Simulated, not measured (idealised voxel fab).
voxel self aligned contacts: a process module
This is section cut - it's 195 nm across, gridded in 5 nm square cells.
Bands, listed from the top down, are how a cross-section gets written in this document; the cross-section itself is a grid of square cells, and a band is one or more rows of them. It is stipulated that each band's entry specify, in nanometres, the height of the top of the band and then that of its bottom, followed by the materials of the band in left-to-right sequence, each together with its width in nanometres. A single material marked by the word "throughout" is understood to fill the band from edge to edge; the word "blank" is understood to denote empty space. Heights are expressed relative to 0, this being the level below which the as-received wafer comprises one material exclusively. The lowest band is unbounded in the downward direction and is denoted as in "0 down". The two numbers in a width such as "30..40" mark its ends across the band: the first belongs to the top row of cells, the second to the bottom row, and from each row to the next the width moves by the same amount. "no change occurred", as given for a step, is the statement that not any cell of the cross-section underwent a change during that step. The entry "Fully sealed voids" lists the empty spaces that cover at least 8 cells and have no open path to the top. Each is written as width x height at distance, where the distance is measured from the left edge and all three values are in nm. Past the settings on a step's line: simulator remark, on that step. For masked steps, "overlay nm" on the step line gives how far right of plan the mask actually lay; a minus sign means it lay to the left.

The following list gives the planned process steps
1,RECEIVE | material Si
2,OXIDIZE | depth nm 5
3,DIRECTIONAL_DEP | material polySi | thk nm 20
4,DIRECTIONAL_DEP | material SiN | thk nm 20
5,MASKED_ETCH | tone cover | mask id GATE | width nm 35 | pitch nm 65 | etch materials SiN | depth nm 20 | overlay nm 0
6,MASKED_ETCH | tone cover | mask id GATE | width nm 35 | pitch nm 65 | etch materials polySi | depth nm 20 | overlay nm 0
7,CONFORMAL_DEP | material SiN | thk nm 5
8,DIRECTIONAL_ETCH | etch materials SiN | depth nm 5
9,FILL_DEP | material SiO2 | thk nm 20
10,CMP | height nm 50
11,MASKED_ETCH | tone open | mask id CONTACT | width nm 50 | etch materials SiO2 | depth nm 55 | overlay nm 0
12,CONFORMAL_DEP | material TiN | thk nm 5
13,FILL_DEP | material W | thk nm 10
14,CMP | height nm 50
15,CONFORMAL_DEP | material SiCN | thk nm 5

Cross-section of the incoming wafer, state after step 1
* 0 down  Si throughout
* Fully sealed voids: none

The module was run from the start shown above using the plan shown above, but one mistake was made doing it; the resulting wafer cross-section is below
* 55 to 50  SiCN throughout
* 50 to 40  SiO2 80 | TiN 5..10 | W 40..10 | TiN 5..30 | SiO2 65
* 40 to 20  SiO2 40 | SiN 45 | TiN 5 | W 10 | TiN 5 | SiN 45 | SiO2 45
* 20 to 0  SiO2 40 | SiN 5 | polySi 35 | SiN 5 | TiN 5 | W 10 | TiN 5 | SiN 5 | polySi 35 | SiN 5 | SiO2 45
* 0 to -5  SiO2 85 | TiN 20 | SiO2 90
* -5 down  Si throughout
* Fully sealed voids: none
Run error: rather than as planned, step 11 actually ran as MASKED_ETCH | tone open | mask id CONTACT | width nm 50 | etch materials SiO2 | depth nm 55 | overlay nm 10
